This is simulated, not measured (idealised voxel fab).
The document below concerns the process module designated voxel wiring stack.
Cross-section cut: width 210 nm, square cells of 5 nm.
Notation: cross-section as square-cell grid; stated in bands, top first, going down; one or more cell rows per band. Heads up on the band format: heights come first, top then bottom, in nm. After that it's the materials left to right, each with its width in nm. A single material flagged "full width" fills the whole band edge to edge, and "empty" means there's empty space there. Basically, 0 is our baseline, since under it the wafer straight out of the box is all one material. The bottom band has no lower end and keeps on going down, so it looks like "top 0, no bottom". A two-number width, for instance "30->40", indicates that the width is equal to the first number in the top row of the band and to the second number in the bottom row, and that it changes by a constant amount per row of cells. No cell of the cross-section changed in a step that is given as "all unchanged". Under "Sealed-off cavities" you'll find the enclosed gaps, the ones with no way out to the top, that are 8 cells or bigger; each reads width x height at distance, with distance counted from the left edge, everything in nm. On each step's line, the part that comes after the settings is the simulator's own comment on the step. You can add "overlay nm" to a step's line. For a step with a mask, it describes how far the mask lay to the right of its planned position, and a negative number describes a lay to the left.
**The process steps that were planned are listed below**
1: RECEIVE | material Si
2: CONFORMAL_DEP | material SiO2 | thk nm 10
3: CONFORMAL_DEP | material SiCN | thk nm 5
4: DIRECTIONAL_DEP | material SiO2 | thk nm 25
5: MASKED_ETCH | tone open | mask id METAL_1 | width nm 30 | pitch nm 45 | etch materials SiO2 | depth nm 25 | overlay nm 0
6: MASKED_ETCH | tone open | mask id METAL_1 | width nm 30 | pitch nm 45 | etch materials SiCN | depth nm 5 | overlay nm 0
7: CONFORMAL_DEP | material TiN | thk nm 5
8: FILL_DEP | material W | thk nm 10
9: CMP | height nm 40
10: EPI | material Ru | thk nm 5
11: FILL_DEP | material SiCN | thk nm 5
12: DIRECTIONAL_DEP | material SiO2 | thk nm 35
13: DIRECTIONAL_DEP | material aC | thk nm 15
14: PATTERN | tone open | mask id METAL_2_HOLES | material resist | width nm 15 | pitch nm 45 | thk nm 30 | overlay nm 0
15: DIRECTIONAL_ETCH | etch materials aC | depth nm 15
16: STRIP | etch materials resist
17: DIRECTIONAL_ETCH | etch materials SiO2 | depth nm 35
18: STRIP | etch materials aC
19: PATTERN | tone open | mask id METAL_2 | material resist | width nm 30 | pitch nm 45 | thk nm 20 | overlay nm 0
20: DIRECTIONAL_ETCH | etch materials SiO2 | depth nm 20
21: DIRECTIONAL_ETCH | etch materials SiCN | depth nm 5
22: STRIP | etch materials resist
23: CONFORMAL_DEP | material TiN | thk nm 5
24: FILL_DEP | material Cu | thk nm 10
25: CMP | height nm 85
26: CONFORMAL_DEP | material SiCN | thk nm 5
**Shown in cross-section is the wafer as received, that is, as it stands after step 1**
* top 0, no bottom | Si full width
* Sealed-off cavities: none
**Look at the cross-section after the module: the wafer started out the way shown above and the plan was the one shown above, yet one mistake was made along the way**
* top 90, bottom 85 | SiCN full width
* top 85, bottom 70 | 65 of SiO2, 5 of TiN, 20 of Cu, 5 of TiN, 15 of SiO2, 5 of TiN, 20 of Cu, 5 of TiN, 70 of SiO2
* top 70, bottom 65 | 65 of SiO2, 5 of TiN, 5 of Cu, 20 of TiN, 15 of SiO2, 5 of TiN, 5 of Cu, 20 of TiN, 70 of SiO2
* top 65, bottom 50 | 65 of SiO2, 5 of TiN, 5 of Cu, 5 of TiN, 30 of SiO2, 5 of TiN, 5 of Cu, 5 of TiN, 85 of SiO2
* top 50, bottom 45 | 65 of SiCN, 15 of TiN, 30 of SiCN, 15 of TiN, 85 of SiCN
* top 45, bottom 40 | 60 of SiCN, 40 of Ru, 5 of SiCN, 40 of Ru, 65 of SiCN
* top 40, bottom 20 | 65 of SiO2, 5 of TiN, 20 of W, 5 of TiN, 15 of SiO2, 5 of TiN, 20 of W, 5 of TiN, 70 of SiO2
* top 20, bottom 15 | 65 of SiO2, 30 of TiN, 15 of SiO2, 30 of TiN, 70 of SiO2
* top 15, bottom 5 | SiO2 full width
* top 5, bottom 0 | SiCN full width
* top 0, no bottom | Si full width
* Sealed-off cavities: none
What went wrong in running the wafer? it was found that steps 2 and 3 of the process plan had been performed in exchanged positions
